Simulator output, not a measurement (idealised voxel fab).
This is a process module. Its name is voxel self aligned contacts.
This is section cut - it's 205 nm across, gridded in 5 nm square cells.
Bands, listed from the top down, are how a cross-section gets written in this document; the cross-section itself is a grid of square cells, and a band is one or more rows of them. Heads up on the band format: heights come first, top then bottom, in nm. After that it's the materials left to right, each with its width in nm. A single material flagged "throughout" fills the whole band edge to edge, and "air" means there's empty space there. Beneath 0, the wafer as received is one material, and that level is where height counting begins. The lowest band goes on downward without a bottom; it is written like "z 0 and below". Width: "30->40" (first number = top row, second number = bottom row, same change from row to row of cells). "changes: none" means the step left every cell of the cross-section as it was. Look at "Enclosed cavity list" for the closed voids: empty spaces with no open path to the top, sized 8 cells or up. Each is width x height at distance, distance from the left edge, all nm. Formally, on a step line, whatever follows the settings is a remark that the simulator itself makes on the step. "overlay nm" denotes, for a step that has a mask, the displacement of the mask to the right of its planned place, with negative values corresponding to the left.

**Intended process steps**
1 RECEIVE, material Si
2 OXIDIZE, depth nm 5
3 DIRECTIONAL_DEP, material polySi, thk nm 30
4 DIRECTIONAL_DEP, material SiN, thk nm 20
5 MASKED_ETCH, tone cover, mask id GATE, width nm 25, pitch nm 50, etch materials SiN, depth nm 20, overlay nm 0
6 MASKED_ETCH, tone cover, mask id GATE, width nm 25, pitch nm 50, etch materials polySi, depth nm 30, overlay nm 0
7 CONFORMAL_DEP, material SiN, thk nm 5
8 DIRECTIONAL_ETCH, etch materials SiN, depth nm 5
9 FILL_DEP, material SiO2, thk nm 10
10 CMP, height nm 55
11 DIRECTIONAL_DEP, material aC, thk nm 10
12 PATTERN, tone open, mask id CONTACT, material resist, width nm 35, thk nm 25, overlay nm 0
13 DIRECTIONAL_ETCH, etch materials aC, depth nm 10
14 STRIP, etch materials resist
15 DIRECTIONAL_ETCH, etch materials SiO2, depth nm 60
16 STRIP, etch materials aC
17 CONFORMAL_DEP, material TiN, thk nm 5
18 FILL_DEP, material W, thk nm 10
19 CMP, height nm 55
20 CONFORMAL_DEP, material SiCN, thk nm 5

**Delivered wafer in cross-section: state after step 1**
> z 0 and below | Si throughout
> Enclosed cavity list: none

**Same starting wafer, same plan as above, one mistake in the execution; this is the cross-section at the end of the module**
> z 60 to 55 | SiCN throughout
> z 55 to 50 | SiO2=85 / TiN=35 / SiO2=85
> z 50 to 30 | SiN=70 / SiO2=15 / SiN=35 / SiO2=15 / SiN=70
> z 30 to 0 | polySi throughout
> z 0 to -5 | SiO2 throughout
> z -5 and below | Si throughout
> Enclosed cavity list: none
Run error: step 5 off recipe, ran as MASKED_ETCH, tone open, mask id GATE, width nm 25, pitch nm 50, etch materials SiN, depth nm 20, overlay nm 0
